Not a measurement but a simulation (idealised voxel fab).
process module | voxel transistor to metal
cross-section cut | 280 nm wide | cells 5 nm
A cross-section is a grid of square cells, given in bands from the top down. A band is one or more rows of cells.
Each band's line starts with the height of the band's top and of its bottom, in nm. Then come its materials from left to right, each with its width in nm. One material with "throughout" fills the band from edge to edge. "air" is empty space.
Height 0 is the level under which the wafer as received is all one material. The lowest band goes on downwards, as in "0 down".
A width such as "30 to 40" changes by the same amount from each row of cells to the next, from the band's top row to its bottom row.
"no change" after a step means that no cell of the cross-section changed.
closed voids: empty space of 8 cells or more with no open way to the top, each as width x height at its distance from the left edge, in nm
after a step's settings: what the simulator itself notes on the step
overlay nm, on a step with a mask: how far to the right of its planned place the mask lay; to the left if negative
plan
1 op RECEIVE | material Si
2 op OXIDIZE | depth nm 5
3 op CONFORMAL_DEP | material SiN | thk nm 10
4 op PATTERN | tone cover | mask id ACTIVE | material resist | width nm 105 | pitch nm 125 | thk nm 15 | overlay nm 0
5 op DIRECTIONAL_ETCH | etch materials SiN | depth nm 10
6 op DIRECTIONAL_ETCH | etch materials SiO2 | depth nm 5
7 op DIRECTIONAL_ETCH | etch materials Si | depth nm 30
8 op STRIP | etch materials resist
9 op OXIDIZE | depth nm 5
10 op FILL_DEP | material SiO2 | thk nm 15
11 op CMP | height nm 10
12 op SELECTIVE_ETCH | etch materials SiO2 | depth nm 5
13 op STRIP | etch materials SiN
14 op SELECTIVE_ETCH | etch materials SiO2 | depth nm 5
15 op OXIDIZE | depth nm 5
16 op DIRECTIONAL_DEP | material polySi | thk nm 20
17 op DIRECTIONAL_DEP | material SiCN | thk nm 15
18 op DIRECTIONAL_DEP | material aC | thk nm 15
19 op PATTERN | tone cover | mask id GATE | material resist | width nm 15 | pitch nm 125 | thk nm 30 | overlay nm 0
20 op DIRECTIONAL_ETCH | etch materials aC | depth nm 15
21 op STRIP | etch materials resist
22 op DIRECTIONAL_ETCH | etch materials SiCN | depth nm 25
23 op DIRECTIONAL_ETCH | etch materials polySi | depth nm 30
24 op STRIP | etch materials aC
25 op CONFORMAL_DEP | material SiO2 | thk nm 5
26 op DIRECTIONAL_ETCH | etch materials SiO2 | depth nm 5
27 op CONFORMAL_DEP | material SiN | thk nm 5
28 op DIRECTIONAL_ETCH | etch materials SiN | depth nm 5
29 op DIRECTIONAL_ETCH | etch materials SiO2 | depth nm 5
30 op DIRECTIONAL_ETCH | etch materials Si | depth nm 10
31 op EPI | material pSi | thk nm 15
32 op FILL_DEP | material SiO2 | thk nm 5
33 op CMP | height nm 30
34 op DIRECTIONAL_DEP | material SiO2 | thk nm 10
35 op MASKED_ETCH | tone open | mask id CONTACT | width nm 35 | etch materials SiO2 | depth nm 45 | overlay nm 0
36 op CONFORMAL_DEP | material TiN | thk nm 5
37 op FILL_DEP | material Ru | thk nm 10
38 op CMP | height nm 40
39 op DIRECTIONAL_DEP | material TiN | thk nm 5
40 op DIRECTIONAL_DEP | material W | thk nm 20
41 op MASKED_ETCH | tone cover | mask id METAL_1 | width nm 20 | etch materials W | depth nm 20 | overlay nm 0
42 op MASKED_ETCH | tone cover | mask id METAL_1 | width nm 20 | etch materials TiN | depth nm 5 | overlay nm 0
43 op FILL_DEP | material lowk | thk nm 5
44 op CMP | height nm 65
45 op CONFORMAL_DEP | material SiN | thk nm 5
as received, after step 1
  0 down: Si throughout
  closed voids: none
first wafer at the end, as planned
  70 to 65: SiN throughout
  65 to 45: lowk 30 | W 20 | lowk 55 | W 20 | lowk 30 | W 20 | lowk 55 | W 20 | lowk 30
  45 to 40: lowk 30 | TiN 20 | lowk 55 | TiN 20 | lowk 30 | TiN 20 | lowk 55 | TiN 20 | lowk 30
  40 to 30: SiO2 30 | TiN 5 | Ru 25 to 20 | TiN 5 to 10 | SiO2 25 | TiN 5 to 10 | Ru 25 to 20 | TiN 5 | SiO2 30 | TiN 5 | Ru 25 to 20 | TiN 5 to 10 | SiO2 25 | TiN 5 to 10 | Ru 25 to 20 | TiN 5 | SiO2 30
  30 to 15: SiO2 30 | TiN 5 | Ru 20 | TiN 5 | SiN 5 | SiO2 5 | SiCN 15 | SiO2 5 | SiN 5 | TiN 5 | Ru 20 | TiN 5 | SiO2 30 | TiN 5 | Ru 20 | TiN 5 | SiN 5 | SiO2 5 | SiCN 15 | SiO2 5 | SiN 5 | TiN 5 | Ru 20 | TiN 5 | SiO2 30
  15 to 5: SiO2 30 | TiN 5 | Ru 20 to 5 | TiN 5 to 20 | SiN 5 | SiO2 5 | polySi 15 | SiO2 5 | SiN 5 | TiN 5 to 20 | Ru 20 to 5 | TiN 5 | SiO2 30 | TiN 5 | Ru 20 to 5 | TiN 5 to 20 | SiN 5 | SiO2 5 | polySi 15 | SiO2 5 | SiN 5 | TiN 5 to 20 | Ru 20 to 5 | TiN 5 | SiO2 30
  5 to 0: SiO2 30 | TiN 5 | Ru 5 | TiN 5 | pSi 15 | SiN 5 | SiO2 5 | polySi 15 | SiO2 5 | SiN 5 | pSi 15 | TiN 5 | Ru 5 | TiN 5 | SiO2 30 | TiN 5 | Ru 5 | TiN 5 | pSi 15 | SiN 5 | SiO2 5 | polySi 15 | SiO2 5 | SiN 5 | pSi 15 | TiN 5 | Ru 5 | TiN 5 | SiO2 30
  0 to -5: SiO2 25 | SiN 5 | TiN 15 | pSi 15 | SiN 5 | SiO2 5 | polySi 15 | SiO2 5 | SiN 5 | pSi 15 | TiN 15 | SiN 5 | SiO2 20 | SiN 5 | TiN 15 | pSi 15 | SiN 5 | SiO2 5 | polySi 15 | SiO2 5 | SiN 5 | pSi 15 | TiN 15 | SiN 5 | SiO2 25
  -5 to -10: SiO2 30 | pSi 30 | SiO2 35 | pSi 30 | SiO2 30 | pSi 30 | SiO2 35 | pSi 30 | SiO2 30
  -10 to -20: SiO2 30 | pSi 30 | Si 35 | pSi 30 | SiO2 30 | pSi 30 | Si 35 | pSi 30 | SiO2 30
  -20 to -40: SiO2 30 | Si 95 | SiO2 30 | Si 95 | SiO2 30
  -40 down: Si throughout
  closed voids: none
second wafer at the end: like start, like plan, one mistake
  70 to 65: SiN throughout
  65 to 45: lowk 30 | W 20 | lowk 55 | W 20 | lowk 30 | W 20 | lowk 55 | W 20 | lowk 30
  45 to 40: lowk 30 | TiN 20 | lowk 55 | TiN 20 | lowk 30 | TiN 20 | lowk 55 | TiN 20 | lowk 30
  40 to 30: SiO2 30 | TiN 5 | Ru 25 | TiN 5 | SiO2 25 | TiN 5 | Ru 25 | TiN 5 | SiO2 30 | TiN 5 | Ru 25 | TiN 5 | SiO2 25 | TiN 5 | Ru 25 | TiN 5 | SiO2 30
  30 to 25: SiO2 30 | TiN 5 | Ru 20 | TiN 10 | SiO2 25 | TiN 10 | Ru 20 | TiN 5 | SiO2 30 | TiN 5 | Ru 20 | TiN 10 | SiO2 25 | TiN 10 | Ru 20 | TiN 5 | SiO2 30
  25 to 10: SiO2 30 | TiN 5 | Ru 20 | TiN 5 | SiN 5 | SiO2 5 | SiCN 15 | SiO2 5 | SiN 5 | TiN 5 | Ru 20 | TiN 5 | SiO2 30 | TiN 5 | Ru 20 | TiN 5 | SiN 5 | SiO2 5 | SiCN 15 | SiO2 5 | SiN 5 | TiN 5 | Ru 20 | TiN 5 | SiO2 30
  10 to 5: SiO2 30 | TiN 5 | Ru 5 | TiN 20 | SiN 5 | SiO2 5 | polySi 15 | SiO2 5 | SiN 5 | TiN 20 | Ru 5 | TiN 5 | SiO2 30 | TiN 5 | Ru 5 | TiN 20 | SiN 5 | SiO2 5 | polySi 15 | SiO2 5 | SiN 5 | TiN 20 | Ru 5 | TiN 5 | SiO2 30
  5 to 0: SiO2 30 | TiN 5 | Ru 5 | TiN 5 | pSi 15 | SiN 5 | SiO2 5 | polySi 15 | SiO2 5 | SiN 5 | pSi 15 | TiN 5 | Ru 5 | TiN 5 | SiO2 30 | TiN 5 | Ru 5 | TiN 5 | pSi 15 | SiN 5 | SiO2 5 | polySi 15 | SiO2 5 | SiN 5 | pSi 15 | TiN 5 | Ru 5 | TiN 5 | SiO2 30
  0 to -5: SiO2 25 | SiN 5 | TiN 15 | pSi 15 | SiN 5 | SiO2 5 | polySi 15 | SiO2 5 | SiN 5 | pSi 15 | TiN 15 | SiN 5 | SiO2 20 | SiN 5 | TiN 15 | pSi 15 | SiN 5 | SiO2 5 | polySi 15 | SiO2 5 | SiN 5 | pSi 15 | TiN 15 | SiN 5 | SiO2 25
  -5 to -10: SiO2 30 | pSi 30 | SiO2 35 | pSi 30 | SiO2 30 | pSi 30 | SiO2 35 | pSi 30 | SiO2 30
  -10 to -20: SiO2 30 | pSi 30 | Si 35 | pSi 30 | SiO2 30 | pSi 30 | Si 35 | pSi 30 | SiO2 30
  -20 to -40: SiO2 30 | Si 95 | SiO2 30 | Si 95 | SiO2 30
  -40 down: Si throughout
  closed voids: none
what went wrong: step 16 ran as: op DIRECTIONAL_DEP | material polySi | thk nm 15
at the end the second wafer has, in cells: 4 more of Ru | 4 fewer of SiN | 6 more of SiO2 | 6 fewer of polySi
